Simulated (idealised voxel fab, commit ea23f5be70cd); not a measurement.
Herein follows the process module entitled voxel released beams.
It is cross-section cut that appears here, measuring 145 nm in width, its square cells being 5 nm in size.
Square cells in a grid make up a cross-section in this document, and the grid is given as bands, listed from the top down, each one or more rows of cells.
The band entry comprises the height of the band's top followed by the height of its bottom, expressed in nm, and subsequently the band's materials from left to right, each stated together with its width in nm. Where a single material is marked with the word "everywhere", that material fills the band from edge to edge. The word "blank" represents empty space.
Heights are expressed relative to 0, this being the level below which the as-received wafer comprises one material exclusively. The lowest band is unbounded in the downward direction and is denoted as in "0 nm and below".
When a width is written as two numbers, as in "30 to 40", the first number is the width in the top row of cells of the band and the second is the width in its bottom row, and the width changes by the same amount from each row to the next.
"no modifications", as given for a step, is the statement that not any cell of the cross-section underwent a change during that step.
What "Enclosed cavities" gives you is every empty space of 8 cells or more that is cut off from the top. Each appears as width x height at distance, with the distance taken from the left edge and width, height and distance all in nm.
On each step's line, the part that comes after the settings is the simulator's own comment on the step.
The line of a step may include "overlay nm". On a step with a mask, this value is how far to the right of its planned place the mask lay. A negative value means the mask lay to the left.

[Here's what the planned process steps look like]
| 1 | RECEIVE,material Si |
| 2 | CONFORMAL_DEP,material Al2O3,thk nm 5 |
| 3 | DIRECTIONAL_DEP,material SiO2,thk nm 20 |
| 4 | MASKED_ETCH,tone open,mask id ANCHOR,width nm 45,etch materials SiO2,depth nm 20,overlay nm 0 |
| 5 | CONFORMAL_DEP,material polySi,thk nm 15 |
| 6 | MASKED_ETCH,tone cover,mask id BEAM,width nm 90,etch materials polySi,depth nm 15,overlay nm 0 |
| 7 | STRIP,etch materials SiO2 |

[Cross-section of the wafer upon arrival, representing the state reached after step 1]
> 0 nm and below  Si everywhere
> Enclosed cavities: none

[Cross-section, first of two wafers, end of module, run as planned]
> 40 nm to 25 nm  blank 25 | polySi 20 | blank 15 | polySi 55 | blank 30
> 25 nm to 20 nm  blank 30 | polySi 15 | blank 15 | polySi 15 | blank 70
> 20 nm to 5 nm  blank 30 | polySi 45 | blank 70
> 5 nm to 0 nm  Al2O3 everywhere
> 0 nm and below  Si everywhere
> Enclosed cavities: none

[Cross-sectional view of the second of two wafers upon completion of the module. This wafer shared its starting condition and process plan with the first; one error was made during its execution]
> 20 nm to 5 nm  blank 25 | polySi 90 | blank 30
> 5 nm to 0 nm  Al2O3 everywhere
> 0 nm and below  Si everywhere
> Enclosed cavities: none
Here's what went sideways: plan step 3 skipped
Wrapping up, a cell-based count of both wafers puts the second over or under the first for these materials: 24 fewer of polySi
